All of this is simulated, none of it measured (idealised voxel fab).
This section sets out a process module, namely voxel wiring stack.
Square cell edge 5 nm, section width 190 nm, ID cut.
A cross-section is a grid of square cells, given in bands from the top down. A band is one or more rows of cells.
A band entry consists of two parts. The first gives the height of the band's top and the height of its bottom, in nm. The rest lists the band's materials from left to right, each with its width in nm. A single material labelled with the word "all across" fills the band from edge to edge, and the word "air" marks empty space.
Measure heights from 0. That's the level where, below it, the as-received wafer is all one material. The lowest band is bottomless and extends downward; write it as in "0 -> down".
Read "30..40" as a graded width: first number on top, second number at the bottom, same change between each pair of neighbouring rows.
"remained unchanged" -> step changed no cross-section cell.
In the "Fully sealed voids" entry, you get each enclosed empty space of 8 cells or more, one with no open way to the top, written width x height at distance, distance from the left edge, in nm.
Formally, on a step line, whatever follows the settings is a remark that the simulator itself makes on the step.
overlay nm: mask right of planned place by this much (step with mask). Neg. = left.
Read each pair as before and after one process step. The after cross-section shows only down to the lowest band that changed. The step between them and its settings are given below the pair. Pairs can come from different runs of this module on the same starting wafer. A pair continues from the pair above only where its "Incoming structure" entry says so.

Incoming structure
	75 -> 70: air 10 nm | SiN 165 nm | air 15 nm
	70 -> 65: air 10 nm | SiN 5 nm | Ru 35 nm | SiN 5 nm | Ru 35 nm | SiN 5 nm | Ru 35 nm | SiN 5 nm | Ru 35 nm | SiN 5 nm | air 15 nm
	65 -> 60: SiN 15 nm | Ru 35 nm | SiN 5 nm | Ru 35 nm | SiN 5 nm | Ru 35 nm | SiN 5 nm | Ru 35 nm | SiN 20 nm
	60 -> 45: lowk 25 nm | Ru 15 nm | lowk 25 nm | Ru 15 nm | lowk 25 nm | Ru 15 nm | lowk 25 nm | Ru 15 nm | lowk 30 nm
	45 -> 40: SiCN 25 nm | Ru 15 nm | SiCN 25 nm | Ru 15 nm | SiCN 25 nm | Ru 15 nm | SiCN 25 nm | Ru 15 nm | SiCN 30 nm
	40 -> 15: lowk 25 nm | TiN 5 nm | Ru 10 nm | TiN 5 nm | lowk 20 nm | TiN 5 nm | Ru 10 nm | TiN 5 nm | lowk 20 nm | TiN 5 nm | Ru 10 nm | TiN 5 nm | lowk 20 nm | TiN 5 nm | Ru 10 nm | TiN 5 nm | lowk 25 nm
	15 -> 10: SiCN 25 nm | TiN 20 nm | SiCN 20 nm | TiN 20 nm | SiCN 20 nm | TiN 20 nm | SiCN 20 nm | TiN 20 nm | SiCN 25 nm
	10 -> 0: SiO2 all across
	0 -> down: Si all across
	Fully sealed voids: none

Step Outcome
	90 -> 80: air 10 nm | SiO2 165 nm | air 15 nm
	80 -> 75: SiO2 all across
	75 -> 70: SiO2 10 nm | SiN 165 nm | SiO2 15 nm
	70 -> 65: SiO2 10 nm | SiN 5 nm | Ru 35 nm | SiN 5 nm | Ru 35 nm | SiN 5 nm | Ru 35 nm | SiN 5 nm | Ru 35 nm | SiN 5 nm | SiO2 15 nm
	At heights below 65, the structure remains unaltered.
	Fully sealed voids: none
Between before and after above, the operation and settings are DIRECTIONAL_DEP [material SiO2] [thk nm 15]

Incoming structure: after-step cross-section of the pair just above applies.

Step Outcome
	90 -> 80: air 10 nm | SiO2 15 nm | air 20 nm | SiO2 20 nm | air 20 nm | SiO2 20 nm | air 20 nm | SiO2 20 nm | air 20 nm | SiO2 10 nm | air 15 nm
	80 -> 75: SiO2 25 nm | air 20 nm | SiO2 20 nm | air 20 nm | SiO2 20 nm | air 20 nm | SiO2 20 nm | air 20 nm | SiO2 25 nm
	At heights below 75, the structure remains unaltered.
	Fully sealed voids: none
Between before and after above, the operation and settings are MASKED_ETCH [tone open] [mask id METAL_2] [width nm 20] [pitch nm 40] [etch materials SiO2] [depth nm 15] [overlay nm 0]

Incoming structure: after-step cross-section of the pair just above applies.

Step Outcome
	90 -> 80: air 10 nm | SiO2 15 nm | air 20 nm | SiO2 20 nm | air 20 nm | SiO2 20 nm | air 20 nm | SiO2 20 nm | air 20 nm | SiO2 10 nm | air 15 nm
	80 -> 75: SiO2 25 nm | air 20 nm | SiO2 20 nm | air 20 nm | SiO2 20 nm | air 20 nm | SiO2 20 nm | air 20 nm | SiO2 25 nm
	75 -> 70: SiO2 10 nm | SiN 15 nm | air 20 nm | SiN 20 nm | air 20 nm | SiN 20 nm | air 20 nm | SiN 20 nm | air 20 nm | SiN 10 nm | SiO2 15 nm
	At heights below 70, the structure remains unaltered.
	Fully sealed voids: none
Between before and after above, the operation and settings are MASKED_ETCH [tone open] [mask id METAL_2] [width nm 20] [pitch nm 40] [etch materials SiN] [depth nm 5] [overlay nm 0]

Incoming structure: after-step cross-section of the pair just above applies.

Step Outcome
	95 -> 90: air 5 nm | TiN 25 nm | air 10 nm | TiN 30 nm | air 10 nm | TiN 30 nm | air 10 nm | TiN 30 nm | air 10 nm | TiN 20 nm | air 10 nm
	90 -> 85: air 5 nm | TiN 5 nm | SiO2 15 nm | TiN 5 nm | air 10 nm | TiN 5 nm | SiO2 20 nm | TiN 5 nm | air 10 nm | TiN 5 nm | SiO2 20 nm | TiN 5 nm | air 10 nm | TiN 5 nm | SiO2 20 nm | TiN 5 nm | air 10 nm | TiN 5 nm | SiO2 10 nm | TiN 5 nm | air 10 nm
	85 -> 80: TiN 10 nm | SiO2 15 nm | TiN 5 nm | air 10 nm | TiN 5 nm | SiO2 20 nm | TiN 5 nm | air 10 nm | TiN 5 nm | SiO2 20 nm | TiN 5 nm | air 10 nm | TiN 5 nm | SiO2 20 nm | TiN 5 nm | air 10 nm | TiN 5 nm | SiO2 10 nm | TiN 15 nm
	80 -> 75: SiO2 25 nm | TiN 5 nm | air 10 nm | TiN 5 nm | SiO2 20 nm | TiN 5 nm | air 10 nm | TiN 5 nm | SiO2 20 nm | TiN 5 nm | air 10 nm | TiN 5 nm | SiO2 20 nm | TiN 5 nm | air 10 nm | TiN 5 nm | SiO2 25 nm
	75 -> 70: SiO2 10 nm | SiN 15 nm | TiN 20 nm | SiN 20 nm | TiN 20 nm | SiN 20 nm | TiN 20 nm | SiN 20 nm | TiN 20 nm | SiN 10 nm | SiO2 15 nm
	At heights below 70, the structure remains unaltered.
	Fully sealed voids: none
Between before and after above, the operation and settings are CONFORMAL_DEP [material TiN] [thk nm 5]

Incoming structure: after-step cross-section of the pair just above applies.

Step Outcome
	105 -> 95: W all across
	95 -> 90: W 5 nm | TiN 25 nm | W 10 nm | TiN 30 nm | W 10 nm | TiN 30 nm | W 10 nm | TiN 30 nm | W 10 nm | TiN 20 nm | W 10 nm
	90 -> 85: W 5 nm | TiN 5 nm | SiO2 15 nm | TiN 5 nm | W 10 nm | TiN 5 nm | SiO2 20 nm | TiN 5 nm | W 10 nm | TiN 5 nm | SiO2 20 nm | TiN 5 nm | W 10 nm | TiN 5 nm | SiO2 20 nm | TiN 5 nm | W 10 nm | TiN 5 nm | SiO2 10 nm | TiN 5 nm | W 10 nm
	85 -> 80: TiN 10 nm | SiO2 15 nm | TiN 5 nm | W 10 nm | TiN 5 nm | SiO2 20 nm | TiN 5 nm | W 10 nm | TiN 5 nm | SiO2 20 nm | TiN 5 nm | W 10 nm | TiN 5 nm | SiO2 20 nm | TiN 5 nm | W 10 nm | TiN 5 nm | SiO2 10 nm | TiN 15 nm
	80 -> 75: SiO2 25 nm | TiN 5 nm | W 10 nm | TiN 5 nm | SiO2 20 nm | TiN 5 nm | W 10 nm | TiN 5 nm | SiO2 20 nm | TiN 5 nm | W 10 nm | TiN 5 nm | SiO2 20 nm | TiN 5 nm | W 10 nm | TiN 5 nm | SiO2 25 nm
	At heights below 75, the structure remains unaltered.
	Fully sealed voids: none
Between before and after above, the operation and settings are FILL_DEP [material W] [thk nm 10]

Incoming structure: after-step cross-section of the pair just above applies.

Step Outcome
	80 -> 75: SiO2 25 nm | TiN 5 nm | W 10 nm | TiN 5 nm | SiO2 20 nm | TiN 5 nm | W 10 nm | TiN 5 nm | SiO2 20 nm | TiN 5 nm | W 10 nm | TiN 5 nm | SiO2 20 nm | TiN 5 nm | W 10 nm | TiN 5 nm | SiO2 25 nm
	At heights below 75, the structure remains unaltered.
	Fully sealed voids: none
Between before and after above, the operation and settings are CMP [height nm 80]

Incoming structure: after-step cross-section of the pair just above applies.

Step Outcome
	85 -> 80: SiN all across
	At heights below 80, the structure remains unaltered.
	Fully sealed voids: none
Between before and after above, the operation and settings are CONFORMAL_DEP [material SiN] [thk nm 5]

Incoming structure
	35 -> 10: lowk all across
	10 -> 0: SiO2 all across
	0 -> down: Si all across
	Fully sealed voids: none

Step Outcome
	40 -> 35: SiCN all across
	At heights below 35, the structure remains unaltered.
	Fully sealed voids: none
Between before and after above, the operation and settings are CONFORMAL_DEP [material SiCN] [thk nm 5]

Incoming structure: after-step cross-section of the pair just above applies.

Step Outcome
	55 -> 40: aC all across
	At heights below 40, the structure remains unaltered.
	Fully sealed voids: none
Between before and after above, the operation and settings are DIRECTIONAL_DEP [material aC] [thk nm 15]

Incoming structure: after-step cross-section of the pair just above applies.

Step Outcome
	90 -> 55: resist 25 nm | air 20 nm | resist 20 nm | air 20 nm | resist 20 nm | air 20 nm | resist 20 nm | air 20 nm | resist 25 nm
	At heights below 55, the structure remains unaltered.
	Fully sealed voids: none
Between before and after above, the operation and settings are PATTERN [tone open] [mask id METAL_1] [material resist] [width nm 20] [pitch nm 40] [thk nm 35] [overlay nm 0]

Incoming structure: after-step cross-section of the pair just above applies.

Step Outcome
	75 -> 55: resist 25 nm | air 20 nm | resist 20 nm | air 20 nm | resist 20 nm | air 20 nm | resist 20 nm | air 20 nm | resist 25 nm
	55 -> 40: aC 25 nm | air 20 nm | aC 20 nm | air 20 nm | aC 20 nm | air 20 nm | aC 20 nm | air 20 nm | aC 25 nm
	At heights below 40, the structure remains unaltered.
	Fully sealed voids: none
Between before and after above, the operation and settings are DIRECTIONAL_ETCH [etch materials aC] [depth nm 15]

Incoming structure: after-step cross-section of the pair just above applies.

Step Outcome
	55 -> 40: aC 25 nm | air 20 nm | aC 20 nm | air 20 nm | aC 20 nm | air 20 nm | aC 20 nm | air 20 nm | aC 25 nm
	At heights below 40, the structure remains unaltered.
	Fully sealed voids: none
Between before and after above, the operation and settings are STRIP [etch materials resist]

Incoming structure: after-step cross-section of the pair just above applies.

Step Outcome
	55 -> 40: aC 25 nm | air 20 nm | aC 20 nm | air 20 nm | aC 20 nm | air 20 nm | aC 20 nm | air 20 nm | aC 25 nm
	40 -> 35: SiCN 25 nm | air 20 nm | SiCN 20 nm | air 20 nm | SiCN 20 nm | air 20 nm | SiCN 20 nm | air 20 nm | SiCN 25 nm
	At heights below 35, the structure remains unaltered.
	Fully sealed voids: none
Between before and after above, the operation and settings are DIRECTIONAL_ETCH [etch materials SiCN] [depth nm 5]

Incoming structure: after-step cross-section of the pair just above applies.

Step Outcome
	40 -> 35: SiCN 25 nm | air 20 nm | SiCN 20 nm | air 20 nm | SiCN 20 nm | air 20 nm | SiCN 20 nm | air 20 nm | SiCN 25 nm
	At heights below 35, the structure remains unaltered.
	Fully sealed voids: none
Between before and after above, the operation and settings are STRIP [etch materials aC]

Incoming structure: after-step cross-section of the pair just above applies.

Step Outcome
	45 -> 40: TiN 30 nm | air 10 nm | TiN 30 nm | air 10 nm | TiN 30 nm | air 10 nm | TiN 30 nm | air 10 nm | TiN 30 nm
	40 -> 35: SiCN 25 nm | TiN 20 nm | SiCN 20 nm | TiN 20 nm | SiCN 20 nm | TiN 20 nm | SiCN 20 nm | TiN 20 nm | SiCN 25 nm
	At heights below 35, the structure remains unaltered.
	Fully sealed voids: none
Between before and after above, the operation and settings are CONFORMAL_DEP [material TiN] [thk nm 5]

Incoming structure: after-step cross-section of the pair just above applies.

Step Outcome
	50 -> 45: Ru all across
	45 -> 40: TiN 30 nm | Ru 10 nm | TiN 30 nm | Ru 10 nm | TiN 30 nm | Ru 10 nm | TiN 30 nm | Ru 10 nm | TiN 30 nm
	At heights below 40, the structure remains unaltered.
	Fully sealed voids: none
Between before and after above, the operation and settings are FILL_DEP [material Ru] [thk nm 5]

Incoming structure: after-step cross-section of the pair just above applies.

Step Outcome
	40 -> 35: SiCN 25 nm | TiN 20 nm | SiCN 20 nm | TiN 20 nm | SiCN 20 nm | TiN 20 nm | SiCN 20 nm | TiN 20 nm | SiCN 25 nm
	At heights below 35, the structure remains unaltered.
	Fully sealed voids: none
Between before and after above, the operation and settings are CMP [height nm 40]

Incoming structure: after-step cross-section of the pair just above applies.

Step Outcome
	45 -> 40: SiCN all across
	At heights below 40, the structure remains unaltered.
	Fully sealed voids: none
Between before and after above, the operation and settings are CONFORMAL_DEP [material SiCN] [thk nm 5]

Incoming structure: after-step cross-section of the pair just above applies.

Step Outcome
	60 -> 45: lowk all across
	At heights below 45, the structure remains unaltered.
	Fully sealed voids: none
Between before and after above, the operation and settings are DIRECTIONAL_DEP [material lowk] [thk nm 15]

Incoming structure: after-step cross-section of the pair just above applies.

Step Outcome
	75 -> 60: aC all across
	At heights below 60, the structure remains unaltered.
	Fully sealed voids: none
Between before and after above, the operation and settings are DIRECTIONAL_DEP [material aC] [thk nm 15]

Incoming structure: after-step cross-section of the pair just above applies.

Step Outcome
	110 -> 75: resist 25 nm | air 15 nm | resist 25 nm | air 15 nm | resist 25 nm | air 15 nm | resist 25 nm | air 15 nm | resist 30 nm
	At heights below 75, the structure remains unaltered.
	Fully sealed voids: none
Between before and after above, the operation and settings are PATTERN [tone open] [mask id PLUG_1] [material resist] [width nm 15] [pitch nm 40] [thk nm 35] [overlay nm 0]

Incoming structure: after-step cross-section of the pair just above applies.

Step Outcome
	95 -> 75: resist 25 nm | air 15 nm | resist 25 nm | air 15 nm | resist 25 nm | air 15 nm | resist 25 nm | air 15 nm | resist 30 nm
	75 -> 60: aC 25 nm | air 15 nm | aC 25 nm | air 15 nm | aC 25 nm | air 15 nm | aC 25 nm | air 15 nm | aC 30 nm
	At heights below 60, the structure remains unaltered.
	Fully sealed voids: none
Between before and after above, the operation and settings are DIRECTIONAL_ETCH [etch materials aC] [depth nm 15]

Incoming structure: after-step cross-section of the pair just above applies.

Step Outcome
	75 -> 60: aC 25 nm | air 15 nm | aC 25 nm | air 15 nm | aC 25 nm | air 15 nm | aC 25 nm | air 15 nm | aC 30 nm
	At heights below 60, the structure remains unaltered.
	Fully sealed voids: none
Between before and after above, the operation and settings are STRIP [etch materials resist]

Incoming structure: after-step cross-section of the pair just above applies.

Step Outcome
	75 -> 60: aC 25 nm | air 15 nm | aC 25 nm | air 15 nm | aC 25 nm | air 15 nm | aC 25 nm | air 15 nm | aC 30 nm
	60 -> 45: lowk 25 nm | air 15 nm | lowk 25 nm | air 15 nm | lowk 25 nm | air 15 nm | lowk 25 nm | air 15 nm | lowk 30 nm
	At heights below 45, the structure remains unaltered.
	Fully sealed voids: none
Between before and after above, the operation and settings are DIRECTIONAL_ETCH [etch materials lowk] [depth nm 15]

Incoming structure: after-step cross-section of the pair just above applies.

Step Outcome
	75 -> 60: aC 25 nm | air 15 nm | aC 25 nm | air 15 nm | aC 25 nm | air 15 nm | aC 25 nm | air 15 nm | aC 30 nm
	60 -> 45: lowk 25 nm | air 15 nm | lowk 25 nm | air 15 nm | lowk 25 nm | air 15 nm | lowk 25 nm | air 15 nm | lowk 30 nm
	45 -> 40: SiCN 25 nm | air 15 nm | SiCN 25 nm | air 15 nm | SiCN 25 nm | air 15 nm | SiCN 25 nm | air 15 nm | SiCN 30 nm
	At heights below 40, the structure remains unaltered.
	Fully sealed voids: none
Between before and after above, the operation and settings are DIRECTIONAL_ETCH [etch materials SiCN] [depth nm 5]

Incoming structure: after-step cross-section of the pair just above applies.

Step Outcome
	60 -> 45: lowk 25 nm | air 15 nm | lowk 25 nm | air 15 nm | lowk 25 nm | air 15 nm | lowk 25 nm | air 15 nm | lowk 30 nm
	At heights below 45, the structure remains unaltered.
	Fully sealed voids: none
Between before and after above, the operation and settings are STRIP [etch materials aC]

Incoming structure: after-step cross-section of the pair just above applies.

Step Outcome
	60 -> 50: lowk 25 nm | air 15 nm | lowk 25 nm | air 15 nm | lowk 25 nm | air 15 nm | lowk 25 nm | air 15 nm | lowk 30 nm
	50 -> 45: lowk 25 nm | Ru 15 nm | lowk 25 nm | Ru 15 nm | lowk 25 nm | Ru 15 nm | lowk 25 nm | Ru 15 nm | lowk 30 nm
	45 -> 40: SiCN 25 nm | Ru 15 nm | SiCN 25 nm | Ru 15 nm | SiCN 25 nm | Ru 15 nm | SiCN 25 nm | Ru 15 nm | SiCN 30 nm
	At heights below 40, the structure remains unaltered.
	Fully sealed voids: none
Between before and after above, the operation and settings are EPI [material Ru] [thk nm 10]

Incoming structure: after-step cross-section of the pair just above applies.

Step Outcome
	60 -> 45: lowk 25 nm | Ru 15 nm | lowk 25 nm | Ru 15 nm | lowk 25 nm | Ru 15 nm | lowk 25 nm | Ru 15 nm | lowk 30 nm
	At heights below 45, the structure remains unaltered.
	Fully sealed voids: none
Between before and after above, the operation and settings are EPI [material Ru] [thk nm 10]

Incoming structure: after-step cross-section of the pair just above applies.

Step Outcome
	65 -> 60: SiN all across
	At heights below 60, the structure remains unaltered.
	Fully sealed voids: none
Between before and after above, the operation and settings are CONFORMAL_DEP [material SiN] [thk nm 5]

Incoming structure: after-step cross-section of the pair just above applies.

Step Outcome
	80 -> 65: SiO2 all across
	At heights below 65, the structure remains unaltered.
	Fully sealed voids: none
Between before and after above, the operation and settings are DIRECTIONAL_DEP [material SiO2] [thk nm 15]

Incoming structure: after-step cross-section of the pair just above applies.

Step Outcome
	80 -> 65: SiO2 25 nm | air 20 nm | SiO2 20 nm | air 20 nm | SiO2 20 nm | air 20 nm | SiO2 20 nm | air 20 nm | SiO2 25 nm
	At heights below 65, the structure remains unaltered.
	Fully sealed voids: none
Between before and after above, the operation and settings are MASKED_ETCH [tone open] [mask id METAL_2] [width nm 20] [pitch nm 40] [etch materials SiO2] [depth nm 15] [overlay nm 0]

Incoming structure: after-step cross-section of the pair just above applies.

Step Outcome
	80 -> 65: SiO2 25 nm | air 20 nm | SiO2 20 nm | air 20 nm | SiO2 20 nm | air 20 nm | SiO2 20 nm | air 20 nm | SiO2 25 nm
	65 -> 60: SiN 25 nm | air 20 nm | SiN 20 nm | air 20 nm | SiN 20 nm | air 20 nm | SiN 20 nm | air 20 nm | SiN 25 nm
	At heights below 60, the structure remains unaltered.
	Fully sealed voids: none
Between before and after above, the operation and settings are MASKED_ETCH [tone open] [mask id METAL_2] [width nm 20] [pitch nm 40] [etch materials SiN] [depth nm 5] [overlay nm 0]

Incoming structure: after-step cross-section of the pair just above applies.

Step Outcome
	85 -> 80: TiN 30 nm | air 10 nm | TiN 30 nm | air 10 nm | TiN 30 nm | air 10 nm | TiN 30 nm | air 10 nm | TiN 30 nm
	80 -> 65: SiO2 25 nm | TiN 5 nm | air 10 nm | TiN 5 nm | SiO2 20 nm | TiN 5 nm | air 10 nm | TiN 5 nm | SiO2 20 nm | TiN 5 nm | air 10 nm | TiN 5 nm | SiO2 20 nm | TiN 5 nm | air 10 nm | TiN 5 nm | SiO2 25 nm
	65 -> 60: SiN 25 nm | TiN 20 nm | SiN 20 nm | TiN 20 nm | SiN 20 nm | TiN 20 nm | SiN 20 nm | TiN 20 nm | SiN 25 nm
	At heights below 60, the structure remains unaltered.
	Fully sealed voids: none
Between before and after above, the operation and settings are CONFORMAL_DEP [material TiN] [thk nm 5]

Incoming structure: after-step cross-section of the pair just above applies.

Step Outcome
	95 -> 85: W all across
	85 -> 80: TiN 30 nm | W 10 nm | TiN 30 nm | W 10 nm | TiN 30 nm | W 10 nm | TiN 30 nm | W 10 nm | TiN 30 nm
	80 -> 65: SiO2 25 nm | TiN 5 nm | W 10 nm | TiN 5 nm | SiO2 20 nm | TiN 5 nm | W 10 nm | TiN 5 nm | SiO2 20 nm | TiN 5 nm | W 10 nm | TiN 5 nm | SiO2 20 nm | TiN 5 nm | W 10 nm | TiN 5 nm | SiO2 25 nm
	At heights below 65, the structure remains unaltered.
	Fully sealed voids: none
Between before and after above, the operation and settings are FILL_DEP [material W] [thk nm 10]

Incoming structure: after-step cross-section of the pair just above applies.

Step Outcome
	80 -> 65: SiO2 25 nm | TiN 5 nm | W 10 nm | TiN 5 nm | SiO2 20 nm | TiN 5 nm | W 10 nm | TiN 5 nm | SiO2 20 nm | TiN 5 nm | W 10 nm | TiN 5 nm | SiO2 20 nm | TiN 5 nm | W 10 nm | TiN 5 nm | SiO2 25 nm
	At heights below 65, the structure remains unaltered.
	Fully sealed voids: none
Between before and after above, the operation and settings are CMP [height nm 80]

Incoming structure: after-step cross-section of the pair just above applies.

Step Outcome
	85 -> 80: SiN all across
	At heights below 80, the structure remains unaltered.
	Fully sealed voids: none
Between before and after above, the operation and settings are CONFORMAL_DEP [material SiN] [thk nm 5]

Incoming structure
	95 -> 85: W all across
	85 -> 80: TiN 30 nm | W 10 nm | TiN 30 nm | W 10 nm | TiN 30 nm | W 10 nm | TiN 30 nm | W 10 nm | TiN 30 nm
	80 -> 65: SiO2 25 nm | TiN 5 nm | W 10 nm | TiN 5 nm | SiO2 20 nm | TiN 5 nm | W 10 nm | TiN 5 nm | SiO2 20 nm | TiN 5 nm | W 10 nm | TiN 5 nm | SiO2 20 nm | TiN 5 nm | W 10 nm | TiN 5 nm | SiO2 25 nm
	65 -> 60: SiN 25 nm | TiN 20 nm | SiN 20 nm | TiN 20 nm | SiN 20 nm | TiN 20 nm | SiN 20 nm | TiN 20 nm | SiN 25 nm
	60 -> 45: lowk 25 nm | Ru 15 nm | lowk 25 nm | Ru 15 nm | lowk 25 nm | Ru 15 nm | lowk 25 nm | Ru 15 nm | lowk 30 nm
	45 -> 40: SiCN 25 nm | Ru 15 nm | SiCN 25 nm | Ru 15 nm | SiCN 25 nm | Ru 15 nm | SiCN 25 nm | Ru 15 nm | SiCN 30 nm
	40 -> 15: lowk 25 nm | TiN 5 nm | Ru 10 nm | TiN 5 nm | lowk 20 nm | TiN 5 nm | Ru 10 nm | TiN 5 nm | lowk 20 nm | TiN 5 nm | Ru 10 nm | TiN 5 nm | lowk 20 nm | TiN 5 nm | Ru 10 nm | TiN 5 nm | lowk 25 nm
	15 -> 10: SiCN 25 nm | TiN 20 nm | SiCN 20 nm | TiN 20 nm | SiCN 20 nm | TiN 20 nm | SiCN 20 nm | TiN 20 nm | SiCN 25 nm
	10 -> 0: SiO2 all across
	0 -> down: Si all across
	Fully sealed voids: none

Step Outcome
	90 -> 85: W all across
	At heights below 85, the structure remains unaltered.
	Fully sealed voids: none
Between before and after above, the operation and settings are CMP [height nm 90]

Incoming structure: after-step cross-section of the pair just above applies.

Step Outcome
	95 -> 90: SiN all across
	At heights below 90, the structure remains unaltered.
	Fully sealed voids: none
Between before and after above, the operation and settings are CONFORMAL_DEP [material SiN] [thk nm 5]

Incoming structure
	55 -> 40: aC all across
	40 -> 15: lowk all across
	15 -> 10: SiCN all across
	10 -> 0: SiO2 all across
	0 -> down: Si all across
	Fully sealed voids: none

Step Outcome
	90 -> 55: resist 25 nm | air 25 nm | resist 15 nm | air 25 nm | resist 15 nm | air 25 nm | resist 15 nm | air 25 nm | resist 20 nm
	At heights below 55, the structure remains unaltered.
	Fully sealed voids: none
Between before and after above, the operation and settings are PATTERN [tone open] [mask id METAL_1] [material resist] [width nm 25] [pitch nm 40] [thk nm 35] [overlay nm 0]

Incoming structure: after-step cross-section of the pair just above applies.

Step Outcome
	75 -> 55: resist 25 nm | air 25 nm | resist 15 nm | air 25 nm | resist 15 nm | air 25 nm | resist 15 nm | air 25 nm | resist 20 nm
	55 -> 40: aC 25 nm | air 25 nm | aC 15 nm | air 25 nm | aC 15 nm | air 25 nm | aC 15 nm | air 25 nm | aC 20 nm
	At heights below 40, the structure remains unaltered.
	Fully sealed voids: none
Between before and after above, the operation and settings are DIRECTIONAL_ETCH [etch materials aC] [depth nm 15]

Incoming structure: after-step cross-section of the pair just above applies.

Step Outcome
	55 -> 40: aC 25 nm | air 25 nm | aC 15 nm | air 25 nm | aC 15 nm | air 25 nm | aC 15 nm | air 25 nm | aC 20 nm
	At heights below 40, the structure remains unaltered.
	Fully sealed voids: none
Between before and after above, the operation and settings are STRIP [etch materials resist]

Incoming structure: after-step cross-section of the pair just above applies.

Step Outcome
	55 -> 40: aC 25 nm | air 25 nm | aC 15 nm | air 25 nm | aC 15 nm | air 25 nm | aC 15 nm | air 25 nm | aC 20 nm
	40 -> 15: lowk 25 nm | air 25 nm | lowk 15 nm | air 25 nm | lowk 15 nm | air 25 nm | lowk 15 nm | air 25 nm | lowk 20 nm
	At heights below 15, the structure remains unaltered.
	Fully sealed voids: none
Between before and after above, the operation and settings are DIRECTIONAL_ETCH [etch materials lowk] [depth nm 25]

Incoming structure: after-step cross-section of the pair just above applies.

Step Outcome
	55 -> 40: aC 25 nm | air 25 nm | aC 15 nm | air 25 nm | aC 15 nm | air 25 nm | aC 15 nm | air 25 nm | aC 20 nm
	40 -> 15: lowk 25 nm | air 25 nm | lowk 15 nm | air 25 nm | lowk 15 nm | air 25 nm | lowk 15 nm | air 25 nm | lowk 20 nm
	15 -> 10: SiCN 25 nm | air 25 nm | SiCN 15 nm | air 25 nm | SiCN 15 nm | air 25 nm | SiCN 15 nm | air 25 nm | SiCN 20 nm
	At heights below 10, the structure remains unaltered.
	Fully sealed voids: none
Between before and after above, the operation and settings are DIRECTIONAL_ETCH [etch materials SiCN] [depth nm 5]

Incoming structure: after-step cross-section of the pair just above applies.

Step Outcome
	40 -> 15: lowk 25 nm | air 25 nm | lowk 15 nm | air 25 nm | lowk 15 nm | air 25 nm | lowk 15 nm | air 25 nm | lowk 20 nm
	At heights below 15, the structure remains unaltered.
	Fully sealed voids: none
Between before and after above, the operation and settings are STRIP [etch materials aC]

Incoming structure: after-step cross-section of the pair just above applies.

Step Outcome
	45 -> 40: TiN 30 nm | air 15 nm | TiN 25 nm | air 15 nm | TiN 25 nm | air 15 nm | TiN 25 nm | air 15 nm | TiN 25 nm
	40 -> 15: lowk 25 nm | TiN 5 nm | air 15 nm | TiN 5 nm | lowk 15 nm | TiN 5 nm | air 15 nm | TiN 5 nm | lowk 15 nm | TiN 5 nm | air 15 nm | TiN 5 nm | lowk 15 nm | TiN 5 nm | air 15 nm | TiN 5 nm | lowk 20 nm
	15 -> 10: SiCN 25 nm | TiN 25 nm | SiCN 15 nm | TiN 25 nm | SiCN 15 nm | TiN 25 nm | SiCN 15 nm | TiN 25 nm | SiCN 20 nm
	At heights below 10, the structure remains unaltered.
	Fully sealed voids: none
Between before and after above, the operation and settings are CONFORMAL_DEP [material TiN] [thk nm 5]

Incoming structure: after-step cross-section of the pair just above applies.

Step Outcome
	50 -> 45: Ru all across
	45 -> 40: TiN 30 nm | Ru 15 nm | TiN 25 nm | Ru 15 nm | TiN 25 nm | Ru 15 nm | TiN 25 nm | Ru 15 nm | TiN 25 nm
	40 -> 15: lowk 25 nm | TiN 5 nm | Ru 15 nm | TiN 5 nm | lowk 15 nm | TiN 5 nm | Ru 15 nm | TiN 5 nm | lowk 15 nm | TiN 5 nm | Ru 15 nm | TiN 5 nm | lowk 15 nm | TiN 5 nm | Ru 15 nm | TiN 5 nm | lowk 20 nm
	At heights below 15, the structure remains unaltered.
	Fully sealed voids: none
Between before and after above, the operation and settings are FILL_DEP [material Ru] [thk nm 5]

Incoming structure: after-step cross-section of the pair just above applies.

Step Outcome
	40 -> 15: lowk 25 nm | TiN 5 nm | Ru 15 nm | TiN 5 nm | lowk 15 nm | TiN 5 nm | Ru 15 nm | TiN 5 nm | lowk 15 nm | TiN 5 nm | Ru 15 nm | TiN 5 nm | lowk 15 nm | TiN 5 nm | Ru 15 nm | TiN 5 nm | lowk 20 nm
	At heights below 15, the structure remains unaltered.
	Fully sealed voids: none
Between before and after above, the operation and settings are CMP [height nm 40]

Incoming structure: after-step cross-section of the pair just above applies.

Step Outcome
	45 -> 40: SiCN all across
	At heights below 40, the structure remains unaltered.
	Fully sealed voids: none
Between before and after above, the operation and settings are CONFORMAL_DEP [material SiCN] [thk nm 5]

Incoming structure: after-step cross-section of the pair just above applies.

Step Outcome
	60 -> 45: lowk all across
	At heights below 45, the structure remains unaltered.
	Fully sealed voids: none
Between before and after above, the operation and settings are DIRECTIONAL_DEP [material lowk] [thk nm 15]

Incoming structure: after-step cross-section of the pair just above applies.

Step Outcome
	75 -> 60: aC all across
	At heights below 60, the structure remains unaltered.
	Fully sealed voids: none
Between before and after above, the operation and settings are DIRECTIONAL_DEP [material aC] [thk nm 15]

Incoming structure: after-step cross-section of the pair just above applies.

Step Outcome
	110 -> 75: resist 25 nm | air 15 nm | resist 25 nm | air 15 nm | resist 25 nm | air 15 nm | resist 25 nm | air 15 nm | resist 30 nm
	At heights below 75, the structure remains unaltered.
	Fully sealed voids: none
Between before and after above, the operation and settings are PATTERN [tone open] [mask id PLUG_1] [material resist] [width nm 15] [pitch nm 40] [thk nm 35] [overlay nm 0]

Incoming structure: after-step cross-section of the pair just above applies.

Step Outcome
	95 -> 75: resist 25 nm | air 15 nm | resist 25 nm | air 15 nm | resist 25 nm | air 15 nm | resist 25 nm | air 15 nm | resist 30 nm
	75 -> 60: aC 25 nm | air 15 nm | aC 25 nm | air 15 nm | aC 25 nm | air 15 nm | aC 25 nm | air 15 nm | aC 30 nm
	At heights below 60, the structure remains unaltered.
	Fully sealed voids: none
Between before and after above, the operation and settings are DIRECTIONAL_ETCH [etch materials aC] [depth nm 15]

Incoming structure: after-step cross-section of the pair just above applies.

Step Outcome
	75 -> 60: aC 25 nm | air 15 nm | aC 25 nm | air 15 nm | aC 25 nm | air 15 nm | aC 25 nm | air 15 nm | aC 30 nm
	At heights below 60, the structure remains unaltered.
	Fully sealed voids: none
Between before and after above, the operation and settings are STRIP [etch materials resist]

Incoming structure: after-step cross-section of the pair just above applies.

Step Outcome
	75 -> 60: aC 25 nm | air 15 nm | aC 25 nm | air 15 nm | aC 25 nm | air 15 nm | aC 25 nm | air 15 nm | aC 30 nm
	60 -> 45: lowk 25 nm | air 15 nm | lowk 25 nm | air 15 nm | lowk 25 nm | air 15 nm | lowk 25 nm | air 15 nm | lowk 30 nm
	At heights below 45, the structure remains unaltered.
	Fully sealed voids: none
Between before and after above, the operation and settings are DIRECTIONAL_ETCH [etch materials lowk] [depth nm 15]
